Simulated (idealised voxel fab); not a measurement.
Module name: voxel air gaps (process module)
Cross-sectional view cut (width: 175 nm; square cell size: 5 nm).
Cross-section format: a grid of square cells, given as bands from top to bottom; each band is one or more rows of cells. A band entry consists of two parts. The first gives the height of the band's top and the height of its bottom, in nm. The rest lists the band's materials from left to right, each with its width in nm. A single material labelled with the word "throughout" fills the band from edge to edge, and the word "blank" marks empty space. Measure heights from 0. That's the level where, below it, the as-received wafer is all one material. The lowest band is bottomless and extends downward; write it as in "0 and below". Read "30 to 40" as a graded width: first number on top, second number at the bottom, same change between each pair of neighbouring rows. No cell of the cross-section changed in a step that is given as "nothing was modified". Closed-off voids of 8+ cells (no open route to the top) go in "Enclosed void listing", written width x height at distance from the left edge, in nm. after a step's settings: what the simulator itself notes on the step. overlay nm: right-of-plan distance of the mask on a masked step; negative values mean left-of-plan.
So here's the lineup of process steps we planned
1: op RECEIVE | material Si
2: op CONFORMAL_DEP | material SiO2 | thk nm 15
3: op CONFORMAL_DEP | material SiCN | thk nm 5
4: op DIRECTIONAL_DEP | material SiO2 | thk nm 30
5: op DIRECTIONAL_DEP | material aC | thk nm 15
6: op PATTERN | tone open | mask id LINES | material resist | width nm 25 | pitch nm 50 | thk nm 35 | overlay nm 0
7: op DIRECTIONAL_ETCH | etch materials aC | depth nm 15
8: op STRIP | etch materials resist
9: op DIRECTIONAL_ETCH | etch materials SiO2 | depth nm 30
10: op STRIP | etch materials aC
11: op CONFORMAL_DEP | material TiN | thk nm 5
12: op FILL_DEP | material Cu | thk nm 10
13: op CMP | height nm 50
14: op EPI | material Ru | thk nm 10
15: op SELECTIVE_ETCH | etch materials SiO2 | depth nm 40
16: op CONFORMAL_DEP | material SiCN | thk nm 5
Cross-section of the wafer as it came to us, i.e., already through step 1
  0 and below  Si throughout
  Enclosed void listing: none
Run as planned - first of the two wafers cross-sectioned at the end of the module
  65 down to 60  blank=10 | SiCN=155 | blank=10
  60 down to 50  blank=10 | SiCN=5 | Ru=45 | SiCN=5 | Ru=45 | SiCN=5 | Ru=45 | SiCN=5 | blank=10
  50 down to 45  blank=10 | SiCN=15 | TiN=5 | Cu=15 | TiN=5 | SiCN=25 | TiN=5 | Cu=15 | TiN=5 | SiCN=25 | TiN=5 | Cu=15 | TiN=5 | SiCN=15 | blank=10
  45 down to 25  blank=20 | SiCN=5 | TiN=5 | Cu=15 | TiN=5 | SiCN=5 | blank=15 | SiCN=5 | TiN=5 | Cu=15 | TiN=5 | SiCN=5 | blank=15 | SiCN=5 | TiN=5 | Cu=15 | TiN=5 | SiCN=5 | blank=20
  25 down to 20  SiCN=25 | TiN=25 | SiCN=25 | TiN=25 | SiCN=25 | TiN=25 | SiCN=25
  20 down to 15  SiCN throughout
  15 down to 0  SiO2 throughout
  0 and below  Si throughout
  Enclosed void listing: 15 x 20 at 55; 15 x 20 at 105
Cross-section, second wafer: same start as the first, same plan as the first, one mistake in running it; taken at the end of the module
  65 down to 60  blank=10 | SiCN=160 | blank=5
  60 down to 50  blank=10 | SiCN=5 | Ru=150 | SiCN=5 | blank=5
  50 down to 45  blank=10 | SiCN=15 | TiN=5 | Cu=20 | TiN=5 | SiO2=20 | TiN=5 | Cu=20 | TiN=5 | SiO2=20 | TiN=5 | Cu=20 | TiN=5 | SiCN=15 | blank=5
  45 down to 25  blank=20 | SiCN=5 | TiN=5 | Cu=20 | TiN=5 | SiO2=20 | TiN=5 | Cu=20 | TiN=5 | SiO2=20 | TiN=5 | Cu=20 | TiN=5 | SiCN=5 | blank=15
  25 down to 20  SiCN=25 | TiN=30 | SiO2=20 | TiN=30 | SiO2=20 | TiN=30 | SiCN=20
  20 down to 15  SiCN throughout
  15 down to 0  SiO2 throughout
  0 and below  Si throughout
  Enclosed void listing: none
Processing error: step 6 changed vs plan, executed as op PATTERN | tone open | mask id LINES | material resist | width nm 30 | pitch nm 50 | thk nm 35 | overlay nm 0
at the end the second wafer has, in cells: 15 more of Cu; 6 more of Ru; 40 fewer of SiCN; 48 more of SiO2; 3 more of TiN
closed voids at the end (first wafer, second wafer): 2, 0
